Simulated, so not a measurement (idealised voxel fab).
voxel capacitor over wiring: a process module
Square cells of 5 nm make up the cross-section cut, whose width is 150 nm.
Bands, listed from the top down, are how a cross-section gets written in this document; the cross-section itself is a grid of square cells, and a band is one or more rows of them.
The band entry comprises the height of the band's top followed by the height of its bottom, expressed in nm, and subsequently the band's materials from left to right, each stated together with its width in nm. Where a single material is marked with the word "everywhere", that material fills the band from edge to edge. The word "air" represents empty space.
Note: height 0 marks the level under which the wafer is uniformly one material as received. Lowest band unbounded below, written "0..down".
A two-number width, for instance "30 to 40", indicates that the width is equal to the first number in the top row of the band and to the second number in the bottom row, and that it changes by a constant amount per row of cells.
Any step labelled "no change" changed none of the cells in the cross-section.
Closed empty spaces (no open way to the top) of 8 cells or more are what "Closed void roster" lists, each as width x height at distance from the left edge, nm for all three.
Text after the settings on a step's line: the simulator's own remark on that step.
When a step includes a mask, the "overlay nm" setting on its line states how far to the right of its planned place that mask lay, and negative values state how far to the left.
Below you will find pairs of cross-sections. In each, one shows the wafer before one process step and the other after it, with the after view ending at the lowest band that changed. Under each pair is the step separating them, along with its settings. Do not assume the pairs form a chain: they can come from different runs of this module on the same starting wafer, and a pair continues from the pair above it only when its "Status before step" entry says so.

[Status before step]
  105..100 = 40 of TiN / 5 of air / 105 of TiN
  100..90 = 35 of SiO2 / 5 of TiN / 5 of air / 5 of TiN / 100 of SiO2
  90..80 = 35 to 25 of SiO2 / 15 to 70 of TiN / 100 to 55 of SiO2
  80..75 = 25 of SiO2 / 70 of Al2O3 / 55 of SiO2
  75..65 = 20 of SiO2 / 80 of TiN / 50 of SiO2
  65..45 = 25 of lowk / 15 of Ru / 110 of lowk
  45..40 = 25 of SiCN / 15 of Ru / 110 of SiCN
  40..20 = 20 of lowk / 5 of TiN / 10 of W / 5 of TiN / 70 of lowk / 5 of TiN / 10 of W / 5 of TiN / 20 of lowk
  20..15 = 20 of SiN / 20 of TiN / 70 of SiN / 20 of TiN / 20 of SiN
  15..0 = SiO2 everywhere
  0..down = Si everywhere
  Closed void roster: none

[Resultant Cross-Section]
  115..105 = Cu everywhere
  105..100 = 40 of TiN / 5 of Cu / 105 of TiN
  100..90 = 35 of SiO2 / 5 of TiN / 5 of Cu / 5 of TiN / 100 of SiO2
  Beneath the level 90, the cross-section is identical to its previous state.
  Closed void roster: none
Going from the before section above to the after section, the step was op FILL_DEP | material Cu | thk nm 10

Status before step: The prior state of this step coincides with the post-step cross-section of the pair just above.

[Resultant Cross-Section]
  100..90 = 35 of SiO2 / 5 of TiN / 5 of Cu / 5 of TiN / 100 of SiO2
  Beneath the level 90, the cross-section is identical to its previous state.
  Closed void roster: none
Going from the before section above to the after section, the step was op CMP | height nm 100

Status before step: The prior state of this step coincides with the post-step cross-section of the pair just above.

[Resultant Cross-Section]
  105..100 = SiCN everywhere
  Beneath the level 100, the cross-section is identical to its previous state.
  Closed void roster: none
Going from the before section above to the after section, the step was op CONFORMAL_DEP | material SiCN | thk nm 5

[Status before step]
  115..100 = aC everywhere
  100..85 = SiO2 everywhere
  85..80 = 25 of SiO2 / 70 of TiN / 55 of SiO2
  80..75 = 25 of SiO2 / 70 of Al2O3 / 55 of SiO2
  75..65 = 20 of SiO2 / 80 of TiN / 50 of SiO2
  65..45 = 25 of lowk / 15 of Ru / 110 of lowk
  45..40 = 25 of SiCN / 15 of Ru / 110 of SiCN
  40..20 = 15 of lowk / 5 of TiN / 15 of W / 5 of TiN / 65 of lowk / 5 of TiN / 15 of W / 5 of TiN / 20 of lowk
  20..15 = 15 of SiN / 25 of TiN / 65 of SiN / 25 of TiN / 20 of SiN
  15..0 = SiO2 everywhere
  0..down = Si everywhere
  Closed void roster: none

[Resultant Cross-Section]
  145..115 = 30 of resist / 15 of air / 105 of resist
  Beneath the level 115, the cross-section is identical to its previous state.
  Closed void roster: none
Going from the before section above to the after section, the step was op PATTERN | tone open | mask id PLUG_2 | material resist | width nm 15 | thk nm 30 | overlay nm -5

Status before step: The prior state of this step coincides with the post-step cross-section of the pair just above.

[Resultant Cross-Section]
  130..115 = 30 of resist / 15 of air / 105 of resist
  115..100 = 30 of aC / 15 of air / 105 of aC
  Beneath the level 100, the cross-section is identical to its previous state.
  Closed void roster: none
Going from the before section above to the after section, the step was op DIRECTIONAL_ETCH | etch materials aC | depth nm 15

Status before step: The prior state of this step coincides with the post-step cross-section of the pair just above.

[Resultant Cross-Section]
  115..100 = 30 of aC / 15 of air / 105 of aC
  Beneath the level 100, the cross-section is identical to its previous state.
  Closed void roster: none
Going from the before section above to the after section, the step was op STRIP | etch materials resist

Status before step: The prior state of this step coincides with the post-step cross-section of the pair just above.

[Resultant Cross-Section]
  115..100 = 30 of aC / 15 of air / 105 of aC
  100..85 = 30 of SiO2 / 15 of air / 105 of SiO2
  Beneath the level 85, the cross-section is identical to its previous state.
  Closed void roster: none
Going from the before section above to the after section, the step was op DIRECTIONAL_ETCH | etch materials SiO2 | depth nm 15

Status before step: The prior state of this step coincides with the post-step cross-section of the pair just above.

[Resultant Cross-Section]
  100..85 = 30 of SiO2 / 15 of air / 105 of SiO2
  Beneath the level 85, the cross-section is identical to its previous state.
  Closed void roster: none
Going from the before section above to the after section, the step was op STRIP | etch materials aC

Status before step: The prior state of this step coincides with the post-step cross-section of the pair just above.

[Resultant Cross-Section]
  105..100 = 35 of TiN / 5 of air / 110 of TiN
  100..90 = 30 of SiO2 / 5 of TiN / 5 of air / 5 of TiN / 105 of SiO2
  90..80 = 30 to 25 of SiO2 / 15 to 70 of TiN / 105 to 55 of SiO2
  Beneath the level 80, the cross-section is identical to its previous state.
  Closed void roster: none
Going from the before section above to the after section, the step was op CONFORMAL_DEP | material TiN | thk nm 5

Status before step: The prior state of this step coincides with the post-step cross-section of the pair just above.

[Resultant Cross-Section]
  115..105 = Cu everywhere
  105..100 = 35 of TiN / 5 of Cu / 110 of TiN
  100..90 = 30 of SiO2 / 5 of TiN / 5 of Cu / 5 of TiN / 105 of SiO2
  Beneath the level 90, the cross-section is identical to its previous state.
  Closed void roster: none
Going from the before section above to the after section, the step was op FILL_DEP | material Cu | thk nm 10

Status before step: The prior state of this step coincides with the post-step cross-section of the pair just above.

[Resultant Cross-Section]
  100..90 = 30 of SiO2 / 5 of TiN / 5 of Cu / 5 of TiN / 105 of SiO2
  Beneath the level 90, the cross-section is identical to its previous state.
  Closed void roster: none
Going from the before section above to the after section, the step was op CMP | height nm 100

Status before step: The prior state of this step coincides with the post-step cross-section of the pair just above.

[Resultant Cross-Section]
  105..100 = SiCN everywhere
  Beneath the level 100, the cross-section is identical to its previous state.
  Closed void roster: none
Going from the before section above to the after section, the step was op CONFORMAL_DEP | material SiCN | thk nm 5

[Status before step]
  65..45 = lowk everywhere
  45..40 = SiCN everywhere
  40..20 = 15 of lowk / 5 of TiN / 15 of W / 5 of TiN / 65 of lowk / 5 of TiN / 15 of W / 5 of TiN / 20 of lowk
  20..15 = 15 of SiN / 25 of TiN / 65 of SiN / 25 of TiN / 20 of SiN
  15..0 = SiO2 everywhere
  0..down = Si everywhere
  Closed void roster: none

[Resultant Cross-Section]
  80..65 = SiO2 everywhere
  Beneath the level 65, the cross-section is identical to its previous state.
  Closed void roster: none
Going from the before section above to the after section, the step was op DIRECTIONAL_DEP | material SiO2 | thk nm 15

Status before step: The prior state of this step coincides with the post-step cross-section of the pair just above.

[Resultant Cross-Section]
  115..80 = 25 of resist / 15 of air / 110 of resist
  Beneath the level 80, the cross-section is identical to its previous state.
  Closed void roster: none
Going from the before section above to the after section, the step was op PATTERN | tone open | mask id PLUG_1 | material resist | width nm 15 | thk nm 35 | overlay nm 0

Status before step: The prior state of this step coincides with the post-step cross-section of the pair just above.

[Resultant Cross-Section]
  100..80 = 25 of resist / 15 of air / 110 of resist
  Beneath the level 80, the cross-section is identical to its previous state.
  Closed void roster: none
Going from the before section above to the after section, the step was op DIRECTIONAL_ETCH | etch materials aC | depth nm 15

Status before step: The prior state of this step coincides with the post-step cross-section of the pair just above.

[Resultant Cross-Section]
  80..65 = SiO2 everywhere
  Beneath the level 65, the cross-section is identical to its previous state.
  Closed void roster: none
Going from the before section above to the after section, the step was op STRIP | etch materials resist

Status before step: The prior state of this step coincides with the post-step cross-section of the pair just above.

[Resultant Cross-Section]
  90..80 = TiN everywhere
  Beneath the level 80, the cross-section is identical to its previous state.
  Closed void roster: none
Going from the before section above to the after section, the step was op DIRECTIONAL_DEP | material TiN | thk nm 10

Status before step: The prior state of this step coincides with the post-step cross-section of the pair just above.

[Resultant Cross-Section]
  95..90 = Al2O3 everywhere
  Beneath the level 90, the cross-section is identical to its previous state.
  Closed void roster: none
Going from the before section above to the after section, the step was op DIRECTIONAL_DEP | material Al2O3 | thk nm 5

Status before step: The prior state of this step coincides with the post-step cross-section of the pair just above.

[Resultant Cross-Section]
  100..95 = TiN everywhere
  Beneath the level 95, the cross-section is identical to its previous state.
  Closed void roster: none
Going from the before section above to the after section, the step was op DIRECTIONAL_DEP | material TiN | thk nm 5

Status before step: The prior state of this step coincides with the post-step cross-section of the pair just above.

[Resultant Cross-Section]
  120..100 = 25 of air / 70 of resist / 55 of air
  Beneath the level 100, the cross-section is identical to its previous state.
  Closed void roster: none
Going from the before section above to the after section, the step was op PATTERN | tone cover | mask id UPPER_PLATE | material resist | width nm 70 | thk nm 20 | overlay nm 0

Status before step: The prior state of this step coincides with the post-step cross-section of the pair just above.

[Resultant Cross-Section]
  120..100 = 25 of air / 70 of resist / 55 of air
  100..95 = 25 of air / 70 of TiN / 55 of air
  Beneath the level 95, the cross-section is identical to its previous state.
  Closed void roster: none
Going from the before section above to the after section, the step was op DIRECTIONAL_ETCH | etch materials TiN | depth nm 5

Status before step: The prior state of this step coincides with the post-step cross-section of the pair just above.

[Resultant Cross-Section]
  120..100 = 25 of air / 70 of resist / 55 of air
  100..95 = 25 of air / 70 of TiN / 55 of air
  95..90 = 25 of air / 70 of Al2O3 / 55 of air
  Beneath the level 90, the cross-section is identical to its previous state.
  Closed void roster: none
Going from the before section above to the after section, the step was op DIRECTIONAL_ETCH | etch materials Al2O3 | depth nm 5

Status before step: The prior state of this step coincides with the post-step cross-section of the pair just above.

[Resultant Cross-Section]
  100..95 = 25 of air / 70 of TiN / 55 of air
  Beneath the level 95, the cross-section is identical to its previous state.
  Closed void roster: none
Going from the before section above to the after section, the step was op STRIP | etch materials resist

Status before step: The prior state of this step coincides with the post-step cross-section of the pair just above.

[Resultant Cross-Section]
  110..100 = 25 of air / 70 of aC / 55 of air
  100..95 = 25 of aC / 70 of TiN / 55 of aC
  95..90 = 25 of aC / 70 of Al2O3 / 55 of aC
  Beneath the level 90, the cross-section is identical to its previous state.
  Closed void roster: none
Going from the before section above to the after section, the step was op DIRECTIONAL_DEP | material aC | thk nm 10

Status before step: The prior state of this step coincides with the post-step cross-section of the pair just above.

[Resultant Cross-Section]
  135..110 = 20 of air / 80 of resist / 50 of air
  110..100 = 20 of air / 5 of resist / 70 of aC / 5 of resist / 50 of air
  Beneath the level 100, the cross-section is identical to its previous state.
  Closed void roster: none
Going from the before section above to the after section, the step was op PATTERN | tone cover | mask id LOWER_PLATE | material resist | width nm 80 | thk nm 25 | overlay nm 0

Status before step: The prior state of this step coincides with the post-step cross-section of the pair just above.

[Resultant Cross-Section]
  125..110 = 20 of air / 80 of resist / 50 of air
  110..100 = 20 of air / 5 of resist / 70 of aC / 5 of resist / 50 of air
  100..95 = 20 of air / 5 of aC / 70 of TiN / 5 of aC / 50 of air
  95..90 = 20 of air / 5 of aC / 70 of Al2O3 / 5 of aC / 50 of air
  Beneath the level 90, the cross-section is identical to its previous state.
  Closed void roster: none
Going from the before section above to the after section, the step was op DIRECTIONAL_ETCH | etch materials aC | depth nm 10

Status before step: The prior state of this step coincides with the post-step cross-section of the pair just above.

[Resultant Cross-Section]
  110..100 = 25 of air / 70 of aC / 55 of air
  Beneath the level 100, the cross-section is identical to its previous state.
  Closed void roster: none
Going from the before section above to the after section, the step was op STRIP | etch materials resist

Status before step: The prior state of this step coincides with the post-step cross-section of the pair just above.

[Resultant Cross-Section]
  110..100 = 25 of air / 70 of aC / 55 of air
  100..95 = 20 of air / 5 of aC / 70 of TiN / 5 of aC / 50 of air
  95..90 = 20 of air / 5 of aC / 70 of Al2O3 / 5 of aC / 50 of air
  90..80 = 20 of air / 80 of TiN / 50 of air
  Beneath the level 80, the cross-section is identical to its previous state.
  Closed void roster: none
Going from the before section above to the after section, the step was op DIRECTIONAL_ETCH | etch materials TiN | depth nm 10

Status before step: The prior state of this step coincides with the post-step cross-section of the pair just above.

[Resultant Cross-Section]
  100..95 = 25 of air / 70 of TiN / 55 of air
  95..90 = 25 of air / 70 of Al2O3 / 55 of air
  Beneath the level 90, the cross-section is identical to its previous state.
  Closed void roster: none
Going from the before section above to the after section, the step was op STRIP | etch materials aC

Status before step: The prior state of this step coincides with the post-step cross-section of the pair just above.

[Resultant Cross-Section]
  120..100 = SiO2 everywhere
  100..95 = 25 of SiO2 / 70 of TiN / 55 of SiO2
  95..90 = 25 of SiO2 / 70 of Al2O3 / 55 of SiO2
  90..80 = 20 of SiO2 / 80 of TiN / 50 of SiO2
  Beneath the level 80, the cross-section is identical to its previous state.
  Closed void roster: none
Going from the before section above to the after section, the step was op FILL_DEP | material SiO2 | thk nm 20

Status before step: The prior state of this step coincides with the post-step cross-section of the pair just above.

[Resultant Cross-Section]
  100..95 = 25 of SiO2 / 70 of TiN / 55 of SiO2
  Beneath the level 95, the cross-section is identical to its previous state.
  Closed void roster: none
Going from the before section above to the after section, the step was op CMP | height nm 100

Status before step: The prior state of this step coincides with the post-step cross-section of the pair just above.

[Resultant Cross-Section]
  115..100 = aC everywhere
  Beneath the level 100, the cross-section is identical to its previous state.
  Closed void roster: none
Going from the before section above to the after section, the step was op DIRECTIONAL_DEP | material aC | thk nm 15

Status before step: The prior state of this step coincides with the post-step cross-section of the pair just above.

[Resultant Cross-Section]
  145..115 = 35 of resist / 15 of air / 100 of resist
  Beneath the level 115, the cross-section is identical to its previous state.
  Closed void roster: none
Going from the before section above to the after section, the step was op PATTERN | tone open | mask id PLUG_2 | material resist | width nm 15 | thk nm 30 | overlay nm 0

Status before step: The prior state of this step coincides with the post-step cross-section of the pair just above.

[Resultant Cross-Section]
  130..115 = 35 of resist / 15 of air / 100 of resist
  115..100 = 35 of aC / 15 of air / 100 of aC
  Beneath the level 100, the cross-section is identical to its previous state.
  Closed void roster: none
Going from the before section above to the after section, the step was op DIRECTIONAL_ETCH | etch materials aC | depth nm 15

Status before step: The prior state of this step coincides with the post-step cross-section of the pair just above.

[Resultant Cross-Section]
  115..100 = 35 of aC / 15 of air / 100 of aC
  Beneath the level 100, the cross-section is identical to its previous state.
  Closed void roster: none
Going from the before section above to the after section, the step was op STRIP | etch materials resist

Status before step: The prior state of this step coincides with the post-step cross-section of the pair just above.

[Resultant Cross-Section]
  100..95 = 25 of SiO2 / 70 of TiN / 55 of SiO2
  Beneath the level 95, the cross-section is identical to its previous state.
  Closed void roster: none
Going from the before section above to the after section, the step was op STRIP | etch materials aC

Status before step: The prior state of this step coincides with the post-step cross-section of the pair just above.

[Resultant Cross-Section]
  105..100 = TiN everywhere
  Beneath the level 100, the cross-section is identical to its previous state.
  Closed void roster: none
Going from the before section above to the after section, the step was op CONFORMAL_DEP | material TiN | thk nm 5

Status before step: The prior state of this step coincides with the post-step cross-section of the pair just above.

[Resultant Cross-Section]
  115..105 = Cu everywhere
  Beneath the level 105, the cross-section is identical to its previous state.
  Closed void roster: none
Going from the before section above to the after section, the step was op FILL_DEP | material Cu | thk nm 10

Status before step: The prior state of this step coincides with the post-step cross-section of the pair just above.

[Resultant Cross-Section]
  100..95 = 25 of SiO2 / 70 of TiN / 55 of SiO2
  Beneath the level 95, the cross-section is identical to its previous state.
  Closed void roster: none
Going from the before section above to the after section, the step was op CMP | height nm 100

Status before step: The prior state of this step coincides with the post-step cross-section of the pair just above.

[Resultant Cross-Section]
  105..100 = SiCN everywhere
  Beneath the level 100, the cross-section is identical to its previous state.
  Closed void roster: none
Going from the before section above to the after section, the step was op CONFORMAL_DEP | material SiCN | thk nm 5

[Status before step]
  80..65 = aC everywhere
  65..45 = lowk everywhere
  45..40 = SiCN everywhere
  40..20 = 15 of lowk / 5 of TiN / 15 of W / 5 of TiN / 65 of lowk / 5 of TiN / 15 of W / 5 of TiN / 20 of lowk
  20..15 = 15 of SiN / 25 of TiN / 65 of SiN / 25 of TiN / 20 of SiN
  15..0 = SiO2 everywhere
  0..down = Si everywhere
  Closed void roster: none

[Resultant Cross-Section]
  115..80 = 25 of air / 15 of resist / 110 of air
  Beneath the level 80, the cross-section is identical to its previous state.
  Closed void roster: none
Going from the before section above to the after section, the step was op PATTERN | tone cover | mask id PLUG_1 | material resist | width nm 15 | thk nm 35 | overlay nm 0

Status before step: The prior state of this step coincides with the post-step cross-section of the pair just above.

[Resultant Cross-Section]
  100..80 = 25 of air / 15 of resist / 110 of air
  80..65 = 25 of air / 15 of aC / 110 of air
  Beneath the level 65, the cross-section is identical to its previous state.
  Closed void roster: none
Going from the before section above to the after section, the step was op DIRECTIONAL_ETCH | etch materials aC | depth nm 15

Status before step: The prior state of this step coincides with the post-step cross-section of the pair just above.

[Resultant Cross-Section]
  80..65 = 25 of air / 15 of aC / 110 of air
  Beneath the level 65, the cross-section is identical to its previous state.
  Closed void roster: none
Going from the before section above to the after section, the step was op STRIP | etch materials resist

Status before step: The prior state of this step coincides with the post-step cross-section of the pair just above.

[Resultant Cross-Section]
  80..65 = 25 of air / 15 of aC / 110 of air
  65..45 = 25 of air / 15 of lowk / 110 of air
  Beneath the level 45, the cross-section is identical to its previous state.
  Closed void roster: none
Going from the before section above to the after section, the step was op DIRECTIONAL_ETCH | etch materials lowk | depth nm 20

Status before step: The prior state of this step coincides with the post-step cross-section of the pair just above.

[Resultant Cross-Section]
  80..65 = 25 of air / 15 of aC / 110 of air
  65..45 = 25 of air / 15 of lowk / 110 of air
  45..40 = 25 of air / 15 of SiCN / 110 of air
  Beneath the level 40, the cross-section is identical to its previous state.
  Closed void roster: none
Going from the before section above to the after section, the step was op DIRECTIONAL_ETCH | etch materials SiCN | depth nm 5

Status before step: The prior state of this step coincides with the post-step cross-section of the pair just above.

[Resultant Cross-Section]
  65..45 = 25 of air / 15 of lowk / 110 of air
  Beneath the level 45, the cross-section is identical to its previous state.
  Closed void roster: none
Going from the before section above to the after section, the step was op STRIP | etch materials aC

Status before step: The prior state of this step coincides with the post-step cross-section of the pair just above.

[Resultant Cross-Section]
  65..50 = 25 of air / 15 of lowk / 110 of air
  50..45 = 5 of air / 20 of Ru / 15 of lowk / 55 of air / 45 of Ru / 10 of air
  45..40 = 5 of air / 20 of Ru / 15 of SiCN / 55 of air / 45 of Ru / 10 of air
  Beneath the level 40, the cross-section is identical to its previous state.
  Closed void roster: none
Going from the before section above to the after section, the step was op EPI | material Ru | thk nm 10

Status before step: The prior state of this step coincides with the post-step cross-section of the pair just above.

[Resultant Cross-Section]
  65..60 = 25 of air / 15 of lowk / 110 of air
  60..45 = 25 of Ru / 15 of lowk / 45 of air / 65 of Ru
  45..40 = 25 of Ru / 15 of SiCN / 45 of air / 65 of Ru
  Beneath the level 40, the cross-section is identical to its previous state.
  Closed void roster: none
Going from the before section above to the after section, the step was op EPI | material Ru | thk nm 10

Status before step: The prior state of this step coincides with the post-step cross-section of the pair just above.

[Resultant Cross-Section]
  65..45 = 25 of Ru / 15 of lowk / 40 of air / 70 of Ru
  45..40 = 25 of Ru / 15 of SiCN / 40 of air / 70 of Ru
  Beneath the level 40, the cross-section is identical to its previous state.
  Closed void roster: none
Going from the before section above to the after section, the step was op EPI | material Ru | thk nm 5

Status before step: The prior state of this step coincides with the post-step cross-section of the pair just above.

[Resultant Cross-Section]
  75..65 = 40 of TiN / 40 of air / 70 of TiN
  65..50 = 25 of Ru / 15 of lowk / 40 of air / 70 of Ru
  50..45 = 25 of Ru / 15 of lowk / 40 of TiN / 70 of Ru
  45..40 = 25 of Ru / 15 of SiCN / 40 of TiN / 70 of Ru
  Beneath the level 40, the cross-section is identical to its previous state.
  Closed void roster: none
Going from the before section above to the after section, the step was op DIRECTIONAL_DEP | material TiN | thk nm 10

Status before step: The prior state of this step coincides with the post-step cross-section of the pair just above.

[Resultant Cross-Section]
  80..75 = 40 of Al2O3 / 40 of air / 70 of Al2O3
  75..65 = 40 of TiN / 40 of air / 70 of TiN
  65..55 = 25 of Ru / 15 of lowk / 40 of air / 70 of Ru
  55..50 = 25 of Ru / 15 of lowk / 40 of Al2O3 / 70 of Ru
  Beneath the level 50, the cross-section is identical to its previous state.
  Closed void roster: none
Going from the before section above to the after section, the step was op DIRECTIONAL_DEP | material Al2O3 | thk nm 5

Status before step: The prior state of this step coincides with the post-step cross-section of the pair just above.

[Resultant Cross-Section]
  85..80 = 40 of TiN / 40 of air / 70 of TiN
  80..75 = 40 of Al2O3 / 40 of air / 70 of Al2O3
  75..65 = 40 of TiN / 40 of air / 70 of TiN
  65..60 = 25 of Ru / 15 of lowk / 40 of air / 70 of Ru
  60..55 = 25 of Ru / 15 of lowk / 40 of TiN / 70 of Ru
  Beneath the level 55, the cross-section is identical to its previous state.
  Closed void roster: none
Going from the before section above to the after section, the step was op DIRECTIONAL_DEP | material TiN | thk nm 5

Status before step: The prior state of this step coincides with the post-step cross-section of the pair just above.

[Resultant Cross-Section]
  105..85 = 25 of air / 70 of resist / 55 of air
  85..80 = 40 of TiN / 40 of resist / 70 of TiN
  80..75 = 40 of Al2O3 / 40 of resist / 70 of Al2O3
  75..65 = 40 of TiN / 40 of resist / 70 of TiN
  65..60 = 25 of Ru / 15 of lowk / 40 of resist / 70 of Ru
  Beneath the level 60, the cross-section is identical to its previous state.
  Closed void roster: none
Going from the before section above to the after section, the step was op PATTERN | tone cover | mask id UPPER_PLATE | material resist | width nm 70 | thk nm 20 | overlay nm 0

Status before step: The prior state of this step coincides with the post-step cross-section of the pair just above.

[Resultant Cross-Section]
  105..85 = 25 of air / 70 of resist / 55 of air
  85..80 = 25 of air / 15 of TiN / 40 of resist / 15 of TiN / 55 of air
  Beneath the level 80, the cross-section is identical to its previous state.
  Closed void roster: none
Going from the before section above to the after section, the step was op DIRECTIONAL_ETCH | etch materials TiN | depth nm 5

Status before step: The prior state of this step coincides with the post-step cross-section of the pair just above.

[Resultant Cross-Section]
  105..85 = 25 of air / 70 of resist / 55 of air
  85..80 = 25 of air / 15 of TiN / 40 of resist / 15 of TiN / 55 of air
  80..75 = 25 of air / 15 of Al2O3 / 40 of resist / 15 of Al2O3 / 55 of air
  Beneath the level 75, the cross-section is identical to its previous state.
  Closed void roster: none
Going from the before section above to the after section, the step was op DIRECTIONAL_ETCH | etch materials Al2O3 | depth nm 5

Status before step: The prior state of this step coincides with the post-step cross-section of the pair just above.

[Resultant Cross-Section]
  85..80 = 25 of air / 15 of TiN / 40 of air / 15 of TiN / 55 of air
  80..75 = 25 of air / 15 of Al2O3 / 40 of air / 15 of Al2O3 / 55 of air
  75..65 = 40 of TiN / 40 of air / 70 of TiN
  65..60 = 25 of Ru / 15 of lowk / 40 of air / 70 of Ru
  Beneath the level 60, the cross-section is identical to its previous state.
  Closed void roster: none
Going from the before section above to the after section, the step was op STRIP | etch materials resist

Status before step: The prior state of this step coincides with the post-step cross-section of the pair just above.

[Resultant Cross-Section]
  95..85 = 25 of air / 15 of aC / 40 of air / 15 of aC / 55 of air
  85..80 = 25 of aC / 15 of TiN / 40 of air / 15 of TiN / 55 of aC
  80..75 = 25 of aC / 15 of Al2O3 / 40 of air / 15 of Al2O3 / 55 of aC
  75..70 = 40 of TiN / 40 of air / 70 of TiN
  70..65 = 40 of TiN / 40 of aC / 70 of TiN
  65..60 = 25 of Ru / 15 of lowk / 40 of aC / 70 of Ru
  Beneath the level 60, the cross-section is identical to its previous state.
  Closed void roster: none
Going from the before section above to the after section, the step was op DIRECTIONAL_DEP | material aC | thk nm 10

Status before step: The prior state of this step coincides with the post-step cross-section of the pair just above.

[Resultant Cross-Section]
  120..95 = 20 of air / 80 of resist / 50 of air
  95..85 = 20 of air / 5 of resist / 15 of aC / 40 of resist / 15 of aC / 5 of resist / 50 of air
  85..80 = 25 of aC / 15 of TiN / 40 of resist / 15 of TiN / 55 of aC
  80..75 = 25 of aC / 15 of Al2O3 / 40 of resist / 15 of Al2O3 / 55 of aC
  75..70 = 40 of TiN / 40 of resist / 70 of TiN
  Beneath the level 70, the cross-section is identical to its previous state.
  Closed void roster: none
Going from the before section above to the after section, the step was op PATTERN | tone cover | mask id LOWER_PLATE | material resist | width nm 80 | thk nm 25 | overlay nm 0

Status before step: The prior state of this step coincides with the post-step cross-section of the pair just above.

[Resultant Cross-Section]
  110..95 = 20 of air / 80 of resist / 50 of air
  95..85 = 20 of air / 5 of resist / 15 of aC / 40 of resist / 15 of aC / 5 of resist / 50 of air
  85..80 = 20 of air / 5 of aC / 15 of TiN / 40 of resist / 15 of TiN / 5 of aC / 50 of air
  80..75 = 20 of air / 5 of aC / 15 of Al2O3 / 40 of resist / 15 of Al2O3 / 5 of aC / 50 of air
  Beneath the level 75, the cross-section is identical to its previous state.
  Closed void roster: none
Going from the before section above to the after section, the step was op DIRECTIONAL_ETCH | etch materials aC | depth nm 10

Status before step: The prior state of this step coincides with the post-step cross-section of the pair just above.

[Resultant Cross-Section]
  95..85 = 25 of air / 15 of aC / 40 of air / 15 of aC / 55 of air
  85..80 = 20 of air / 5 of aC / 15 of TiN / 40 of air / 15 of TiN / 5 of aC / 50 of air
  80..75 = 20 of air / 5 of aC / 15 of Al2O3 / 40 of air / 15 of Al2O3 / 5 of aC / 50 of air
  75..70 = 40 of TiN / 40 of air / 70 of TiN
  Beneath the level 70, the cross-section is identical to its previous state.
  Closed void roster: none
Going from the before section above to the after section, the step was op STRIP | etch materials resist

Status before step: The prior state of this step coincides with the post-step cross-section of the pair just above.

[Resultant Cross-Section]
  95..85 = 25 of air / 15 of aC / 40 of air / 15 of aC / 55 of air
  85..80 = 20 of air / 5 of aC / 15 of TiN / 40 of air / 15 of TiN / 5 of aC / 50 of air
  80..75 = 20 of air / 5 of aC / 15 of Al2O3 / 40 of air / 15 of Al2O3 / 5 of aC / 50 of air
  75..70 = 20 of air / 20 of TiN / 40 of air / 20 of TiN / 50 of air
  70..65 = 20 of air / 20 of TiN / 40 of aC / 20 of TiN / 50 of air
  Beneath the level 65, the cross-section is identical to its previous state.
  Closed void roster: none
Going from the before section above to the after section, the step was op DIRECTIONAL_ETCH | etch materials TiN | depth nm 10

Status before step: The prior state of this step coincides with the post-step cross-section of the pair just above.

[Resultant Cross-Section]
  85..80 = 25 of air / 15 of TiN / 40 of air / 15 of TiN / 55 of air
  80..75 = 25 of air / 15 of Al2O3 / 40 of air / 15 of Al2O3 / 55 of air
  75..65 = 20 of air / 20 of TiN / 40 of air / 20 of TiN / 50 of air
  65..60 = 25 of Ru / 15 of lowk / 40 of air / 70 of Ru
  Beneath the level 60, the cross-section is identical to its previous state.
  Closed void roster: none
Going from the before section above to the after section, the step was op STRIP | etch materials aC

Status before step: The prior state of this step coincides with the post-step cross-section of the pair just above.

[Resultant Cross-Section]
  105..85 = SiO2 everywhere
  85..80 = 25 of SiO2 / 15 of TiN / 40 of SiO2 / 15 of TiN / 55 of SiO2
  80..75 = 25 of SiO2 / 15 of Al2O3 / 40 of SiO2 / 15 of Al2O3 / 55 of SiO2
  75..65 = 20 of SiO2 / 20 of TiN / 40 of SiO2 / 20 of TiN / 50 of SiO2
  65..60 = 25 of Ru / 15 of lowk / 40 of SiO2 / 70 of Ru
  Beneath the level 60, the cross-section is identical to its previous state.
  Closed void roster: none
Going from the before section above to the after section, the step was op FILL_DEP | material SiO2 | thk nm 20

Status before step: The prior state of this step coincides with the post-step cross-section of the pair just above.

[Resultant Cross-Section]
  100..85 = SiO2 everywhere
  Beneath the level 85, the cross-section is identical to its previous state.
  Closed void roster: none
Going from the before section above to the after section, the step was op CMP | height nm 100

Status before step: The prior state of this step coincides with the post-step cross-section of the pair just above.

[Resultant Cross-Section]
  115..100 = aC everywhere
  Beneath the level 100, the cross-section is identical to its previous state.
  Closed void roster: none
Going from the before section above to the after section, the step was op DIRECTIONAL_DEP | material aC | thk nm 15

Status before step: The prior state of this step coincides with the post-step cross-section of the pair just above.

[Resultant Cross-Section]
  145..115 = 35 of resist / 15 of air / 100 of resist
  Beneath the level 115, the cross-section is identical to its previous state.
  Closed void roster: none
Going from the before section above to the after section, the step was op PATTERN | tone open | mask id PLUG_2 | material resist | width nm 15 | thk nm 30 | overlay nm 0

Status before step: The prior state of this step coincides with the post-step cross-section of the pair just above.

[Resultant Cross-Section]
  130..115 = 35 of resist / 15 of air / 100 of resist
  115..100 = 35 of aC / 15 of air / 100 of aC
  Beneath the level 100, the cross-section is identical to its previous state.
  Closed void roster: none
Going from the before section above to the after section, the step was op DIRECTIONAL_ETCH | etch materials aC | depth nm 15

Status before step: The prior state of this step coincides with the post-step cross-section of the pair just above.

[Resultant Cross-Section]
  115..100 = 35 of aC / 15 of air / 100 of aC
  Beneath the level 100, the cross-section is identical to its previous state.
  Closed void roster: none
Going from the before section above to the after section, the step was op STRIP | etch materials resist

Status before step: The prior state of this step coincides with the post-step cross-section of the pair just above.

[Resultant Cross-Section]
  115..100 = 35 of aC / 15 of air / 100 of aC
  100..85 = 35 of SiO2 / 15 of air / 100 of SiO2
  Beneath the level 85, the cross-section is identical to its previous state.
  Closed void roster: none
Going from the before section above to the after section, the step was op DIRECTIONAL_ETCH | etch materials SiO2 | depth nm 15

Status before step: The prior state of this step coincides with the post-step cross-section of the pair just above.

[Resultant Cross-Section]
  100..85 = 35 of SiO2 / 15 of air / 100 of SiO2
  Beneath the level 85, the cross-section is identical to its previous state.
  Closed void roster: none
Going from the before section above to the after section, the step was op STRIP | etch materials aC
